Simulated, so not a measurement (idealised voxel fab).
Process module under the name voxel quadruple lines
205 nm wide, 5 nm square cells: that's cross-section cut.
Just so we're on the same page, the cross-sections are grids of square cells, and they're listed out in bands top to bottom, each band one or more rows deep.
It is stipulated that each band's entry specify, in nanometres, the height of the top of the band and then that of its bottom, followed by the materials of the band in left-to-right sequence, each together with its width in nanometres. A single material marked by the word "throughout" is understood to fill the band from edge to edge; the word "air" is understood to denote empty space.
Heads up on the height convention: 0 is the point under which the incoming wafer is all one material, and the lowest band has no bottom, it just keeps going down, like "from 0 down".
Quick explanation for "30->40": the width changes in equal steps down the rows of cells, from the first number in the band's top row to the second number in its bottom row.
Where the words "no modification" appear for a step, the cross-section shows no cell changed by that step; every cell remained as before.
Listed in "Closed cavities": every empty space of 8 or more cells without an open way to the top. Form: width x height at distance, the distance being from the left edge, all in nm.
Anything after a step's settings on that line? It's the simulator's own note about the step.
Among the settings permitted on a step's line is "overlay nm"; applied to a step with a mask, it specifies the extent to which the mask lay to the right of its planned position, whereas a negative figure signifies a position to the left.
Below is the list of planned process steps
1) RECEIVE, material Si
2) CONFORMAL_DEP, material SiO2, thk nm 5
3) DIRECTIONAL_DEP, material Ru, thk nm 15
4) DIRECTIONAL_DEP, material polySi, thk nm 15
5) DIRECTIONAL_DEP, material aC, thk nm 20
6) PATTERN, tone cover, mask id MANDREL, material resist, width nm 25, thk nm 25, overlay nm 0
7) DIRECTIONAL_ETCH, etch materials aC, depth nm 20
8) STRIP, etch materials resist
9) CONFORMAL_DEP, material SiO2, thk nm 15
10) DIRECTIONAL_ETCH, etch materials SiO2, depth nm 15
11) STRIP, etch materials aC
12) DIRECTIONAL_ETCH, etch materials polySi, depth nm 15
13) STRIP, etch materials SiO2
14) CONFORMAL_DEP, material SiCN, thk nm 5
15) DIRECTIONAL_ETCH, etch materials SiCN, depth nm 5
16) STRIP, etch materials polySi
17) DIRECTIONAL_ETCH, etch materials Ru, depth nm 15
18) STRIP, etch materials SiCN
19) FILL_DEP, material lowk, thk nm 5
20) CMP, height nm 20
Wafer cross-section on receipt, i.e. after step 1
    from 0 down = Si throughout
    Closed cavities: none
Module complete, cross-section. Starting point and plan per above. One mistake made in running the module
    from 20 to 15 = lowk throughout
    from 15 to 0 = lowk 70 nm, then Ru 5 nm, then lowk 15 nm, then Ru 5 nm, then lowk 15 nm, then Ru 5 nm, then lowk 15 nm, then Ru 5 nm, then lowk 70 nm
    from 0 down = Si throughout
    Closed cavities: none
Against the plan, the run slipped here: with respect to the plan, step 2 was omitted and not executed
